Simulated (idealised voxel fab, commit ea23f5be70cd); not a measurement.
This is a process module. Its name is voxel ribs on slabs.
Section cut is 165 nm wide and gridded with 5 nm square cells.
Each cross-section below is a grid of square cells, stated as bands in top-down order, with one or more rows of cells making up each band. It is stipulated that each band's entry specify, in nanometres, the height of the top of the band and then that of its bottom, followed by the materials of the band in left-to-right sequence, each together with its width in nanometres. A single material marked by the word "throughout" is understood to fill the band from edge to edge; the word "empty" is understood to denote empty space. Counting heights begins at 0, where everything beneath is, in the wafer as received, one material. The lowest band has no bottom; it goes on downwards, as "from 0 down" shows. The width entry "30->40" should be interpreted row by row: the top row of cells in the band takes the first number, the bottom row takes the second number, and the change between adjacent rows is uniform throughout. The designation "all unchanged", where it is given for a processing step, indicates that no cell of the cross-section was altered in the course of that step. In the "Closed voids list" entry, you get each enclosed empty space of 8 cells or more, one with no open way to the top, written width x height at distance, distance from the left edge, in nm. Step line, after settings: the simulator's comment on this step. On any step carrying a mask, the "overlay nm" setting, if present on the step's line, tells how far right of its planned place the mask lay; negative values point to the left.

-- Set out below are the planned steps of the process
| 1 | RECEIVE | material Si |
| 2 | DIRECTIONAL_DEP | material SiO2 | thk nm 20 |
| 3 | DIRECTIONAL_DEP | material SiN | thk nm 20 |
| 4 | PATTERN | tone cover | mask id RIB | material resist | width nm 30 | thk nm 15 | overlay nm 0 |
| 5 | DIRECTIONAL_ETCH | etch materials SiN | depth nm 5 |
| 6 | STRIP | etch materials resist |
| 7 | PATTERN | tone cover | mask id SLAB | material resist | width nm 70 | thk nm 20 | overlay nm 0 |
| 8 | DIRECTIONAL_ETCH | etch materials SiN | depth nm 15 |
| 9 | STRIP | etch materials resist |
| 10 | FILL_DEP | material SiO2 | thk nm 25 |
| 11 | CMP | height nm 60 |
| 12 | DIRECTIONAL_DEP | material W | thk nm 5 |
| 13 | PATTERN | tone cover | mask id HEATER | material resist | width nm 40 | thk nm 15 | overlay nm 0 |
| 14 | DIRECTIONAL_ETCH | etch materials W | depth nm 5 |
| 15 | STRIP | etch materials resist |
| 16 | CONFORMAL_DEP | material SiN | thk nm 5 |

-- So this is the incoming wafer in cross-section - it's already been through step 1
* from 0 down | Si throughout
* Closed voids list: none

-- Figure: cross-sectional view of the wafer upon completion of the module, processed from the initial state and according to the plan depicted above, with one error introduced during execution
* from 70 to 65 | 55 nm empty, 50 nm SiN, 60 nm empty
* from 65 to 60 | 60 nm SiN, 40 nm W, 65 nm SiN
* from 60 to 55 | 65 nm SiO2, 30 nm SiN, 70 nm SiO2
* from 55 to 40 | 45 nm SiO2, 70 nm SiN, 50 nm SiO2
* from 40 to 20 | SiN throughout
* from 20 to 0 | SiO2 throughout
* from 0 down | Si throughout
* Closed voids list: none
what went wrong: step 3 of the plan saw execution twice
